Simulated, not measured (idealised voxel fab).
Process module in this document: voxel gate over fins
Shown is cross-section cut, with a width of 165 nm and square cells of size 5 nm.
Bands, listed from the top down, are how a cross-section gets written in this document; the cross-section itself is a grid of square cells, and a band is one or more rows of them.
Heights first: top, then bottom, in nm. Then materials, left to right, each with a width in nm. "all across" on a single material: fills the band edge to edge. "empty": empty space.
Basically, 0 is our baseline, since under it the wafer straight out of the box is all one material. The bottom band has no lower end and keeps on going down, so it looks like "0 nm and below".
So if you see something like "30..40" for the width, read it as the top row of the band sitting at the first number and the bottom row at the second, with every row in between moving by the same amount as the last.
Any step labelled "no alterations made" changed none of the cells in the cross-section.
In the "Sealed internal voids" entry, you get each enclosed empty space of 8 cells or more, one with no open way to the top, written width x height at distance, distance from the left edge, in nm.
Post-settings text on a step line: simulator's own remark regarding the step.
Steps that use a mask can have "overlay nm" on their line. It says how far the mask sat to the right of where it was meant to be. Negative means to the left.
### Below is the list of planned process steps
| 1 | RECEIVE,material Si |
| 2 | CONFORMAL_DEP,material SiN,thk nm 10 |
| 3 | PATTERN,tone cover,mask id FINS,material resist,width nm 15,pitch nm 60,thk nm 20,overlay nm 0 |
| 4 | DIRECTIONAL_ETCH,etch materials SiN,depth nm 10 |
| 5 | DIRECTIONAL_ETCH,etch materials Si,depth nm 30 |
| 6 | STRIP,etch materials resist |
| 7 | FILL_DEP,material SiO2,thk nm 10 |
| 8 | CMP,height nm 10 |
| 9 | DIRECTIONAL_DEP,material aC,thk nm 15 |
| 10 | PATTERN,tone open,mask id RAIL,material resist,width nm 15,thk nm 30,overlay nm 0 |
| 11 | DIRECTIONAL_ETCH,etch materials aC,depth nm 15 |
| 12 | STRIP,etch materials resist |
| 13 | DIRECTIONAL_ETCH,etch materials SiO2,depth nm 35 |
| 14 | STRIP,etch materials aC |
| 15 | CONFORMAL_DEP,material TiN,thk nm 5 |
| 16 | FILL_DEP,material Ru,thk nm 10 |
| 17 | CMP,height nm 10 |
| 18 | SELECTIVE_ETCH,etch materials W Ru TiN,depth nm 30 |
| 19 | FILL_DEP,material SiO2,thk nm 5 |
| 20 | CMP,height nm 10 |
| 21 | SELECTIVE_ETCH,etch materials SiO2,depth nm 20 |
| 22 | STRIP,etch materials SiN |
| 23 | CONFORMAL_DEP,material HfO2,thk nm 5 |
| 24 | CONFORMAL_DEP,material TiN,thk nm 5 |
| 25 | FILL_DEP,material W,thk nm 10 |
| 26 | CMP,height nm 15 |
| 27 | CONFORMAL_DEP,material SiCN,thk nm 5 |
### Wafer as received: cross-section following step 1
* 0 nm and below = Si all across
* Sealed internal voids: none
### As-planned run: cross-section of the first of two wafers at end of module
* 20 nm to 15 nm = SiCN all across
* 15 nm to 10 nm = W all across
* 10 nm to 5 nm = 35 nm W | 35 nm TiN | 25 nm W | 35 nm TiN | 35 nm W
* 5 nm to 0 nm = 35 nm W | 5 nm TiN | 25 nm HfO2 | 5 nm TiN | 25 nm W | 5 nm TiN | 25 nm HfO2 | 5 nm TiN | 35 nm W
* 0 nm to -5 nm = 40 nm TiN | 5 nm HfO2 | 15 nm Si | 5 nm HfO2 | 35 nm TiN | 5 nm HfO2 | 15 nm Si | 5 nm HfO2 | 40 nm TiN
* -5 nm to -10 nm = 45 nm HfO2 | 15 nm Si | 45 nm HfO2 | 15 nm Si | 45 nm HfO2
* -10 nm to -20 nm = 45 nm SiO2 | 15 nm Si | 45 nm SiO2 | 15 nm Si | 45 nm SiO2
* -20 nm to -25 nm = 45 nm SiO2 | 15 nm Si | 15 nm SiO2 | 15 nm TiN | 15 nm SiO2 | 15 nm Si | 45 nm SiO2
* -25 nm to -30 nm = 45 nm SiO2 | 15 nm Si | 45 nm SiO2 | 15 nm Si | 45 nm SiO2
* -30 nm and below = Si all across
* Sealed internal voids: none
### Here's the second of our two wafers sectioned at module end. Same start as the first, same plan, but one mistake got made running it
* 20 nm to 15 nm = SiCN all across
* 15 nm to 10 nm = W all across
* 10 nm to 5 nm = 35 nm W | 35 nm TiN | 25 nm W | 35 nm TiN | 35 nm W
* 5 nm to 0 nm = 35 nm W | 5 nm TiN | 25 nm Ru | 5 nm TiN | 25 nm W | 5 nm TiN | 25 nm Ru | 5 nm TiN | 35 nm W
* 0 nm to -5 nm = 40 nm TiN | 5 nm Ru | 15 nm Si | 5 nm Ru | 35 nm TiN | 5 nm Ru | 15 nm Si | 5 nm Ru | 40 nm TiN
* -5 nm to -10 nm = 45 nm Ru | 15 nm Si | 45 nm Ru | 15 nm Si | 45 nm Ru
* -10 nm to -20 nm = 45 nm SiO2 | 15 nm Si | 45 nm SiO2 | 15 nm Si | 45 nm SiO2
* -20 nm to -25 nm = 45 nm SiO2 | 15 nm Si | 15 nm SiO2 | 15 nm TiN | 15 nm SiO2 | 15 nm Si | 45 nm SiO2
* -25 nm to -30 nm = 45 nm SiO2 | 15 nm Si | 45 nm SiO2 | 15 nm Si | 45 nm SiO2
* -30 nm and below = Si all across
* Sealed internal voids: none
Run error: step 23 was run on a setting that differed from the plan, and what really ran there is CONFORMAL_DEP,material Ru,thk nm 5
Counted in cells at the end, the second wafer holds more or fewer of these materials than the first: HfO2: 41 fewer, Ru: 41 more
